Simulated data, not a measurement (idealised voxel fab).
process module | voxel capacitor over wiring
cross-section cut | 300 nm wide | cells 5 nm
A cross-section is a grid of square cells, given in bands from the top down. A band is one or more rows of cells.
Each band's line starts with the height of the band's top and of its bottom, in nm. Then come its materials from left to right, each with its width in nm. One material with "throughout" fills the band from edge to edge. "air" is empty space.
Height 0 is the level under which the wafer as received is all one material. The lowest band goes on downwards, as in "0 down".
A width such as "30 to 40" changes by the same amount from each row of cells to the next, from the band's top row to its bottom row.
"no change" after a step means that no cell of the cross-section changed.
closed voids: empty space of 8 cells or more with no open way to the top, each as width x height at its distance from the left edge, in nm
after a step's settings: what the simulator itself notes on the step
overlay nm, on a step with a mask: how far to the right of its planned place the mask lay; to the left if negative
plan
1 op RECEIVE | material Si
2 op CONFORMAL_DEP | material SiO2 | thk nm 15
3 op DIRECTIONAL_DEP | material TiN | thk nm 5
4 op DIRECTIONAL_DEP | material W | thk nm 20
5 op MASKED_ETCH | tone cover | mask id METAL_1 | width nm 20 | pitch nm 85 | etch materials W | depth nm 20 | overlay nm 0
6 op MASKED_ETCH | tone cover | mask id METAL_1 | width nm 20 | pitch nm 85 | etch materials TiN | depth nm 5 | overlay nm 0
7 op CONFORMAL_DEP | material SiCN | thk nm 5
8 op FILL_DEP | material lowk | thk nm 5
9 op CMP | height nm 40
10 op CONFORMAL_DEP | material SiCN | thk nm 5
11 op DIRECTIONAL_DEP | material SiO2 | thk nm 20
12 op PATTERN | tone open | mask id PLUG_1 | material resist | width nm 15 | thk nm 20 | overlay nm 0
13 op DIRECTIONAL_ETCH | etch materials SiO2 | depth nm 20
14 op DIRECTIONAL_ETCH | etch materials SiCN | depth nm 5
15 op STRIP | etch materials resist
16 op CONFORMAL_DEP | material TiN | thk nm 5
17 op FILL_DEP | material Cu | thk nm 10
18 op CMP | height nm 65
19 op DIRECTIONAL_DEP | material TiN | thk nm 10
20 op DIRECTIONAL_DEP | material HfO2 | thk nm 5
21 op DIRECTIONAL_DEP | material TiN | thk nm 10
22 op DIRECTIONAL_DEP | material aC | thk nm 15
23 op PATTERN | tone cover | mask id UPPER_PLATE | material resist | width nm 70 | thk nm 30 | overlay nm 0
24 op DIRECTIONAL_ETCH | etch materials aC | depth nm 15
25 op STRIP | etch materials resist
26 op DIRECTIONAL_ETCH | etch materials TiN | depth nm 10
27 op DIRECTIONAL_ETCH | etch materials HfO2 | depth nm 5
28 op STRIP | etch materials aC
29 op MASKED_ETCH | tone cover | mask id LOWER_PLATE | width nm 80 | etch materials TiN | depth nm 10 | overlay nm 0
30 op FILL_DEP | material SiO2 | thk nm 15
31 op CMP | height nm 100
32 op PATTERN | tone open | mask id PLUG_2 | material resist | width nm 15 | thk nm 20 | overlay nm 0
33 op DIRECTIONAL_ETCH | etch materials SiO2 | depth nm 10
34 op STRIP | etch materials resist
35 op CONFORMAL_DEP | material TiN | thk nm 5
36 op FILL_DEP | material W | thk nm 5
37 op CMP | height nm 100
38 op CONFORMAL_DEP | material SiCN | thk nm 5
as received, after step 1
  0 down: Si throughout
  closed voids: none
a wafer at the end: this start, this plan, one mistake
  105 to 100: SiCN throughout
  100 to 95: SiO2 110 | TiN 5 | W 5 | TiN 5 | SiO2 175
  95 to 90: SiO2 110 | TiN 15 | SiO2 175
  90 to 80: SiO2 95 | TiN 5 | SiO2 70 | TiN 5 | SiO2 125
  80 to 75: HfO2 100 | SiO2 70 | HfO2 130
  75 to 65: TiN throughout
  65 to 45: SiO2 100 | TiN 5 | Cu 5 | TiN 5 | SiO2 185
  45 to 40: SiCN 100 | TiN 15 | SiCN 185
  40 to 20: lowk 90 | SiCN 5 | W 20 | SiCN 5 | lowk 55 | SiCN 5 | W 20 | SiCN 5 | lowk 95
  20 to 15: SiCN 95 | TiN 20 | SiCN 65 | TiN 20 | SiCN 100
  15 to 0: SiO2 throughout
  0 down: Si throughout
  closed voids: none
what went wrong: step 23 ran as: op PATTERN | tone open | mask id UPPER_PLATE | material resist | width nm 70 | thk nm 30 | overlay nm 0
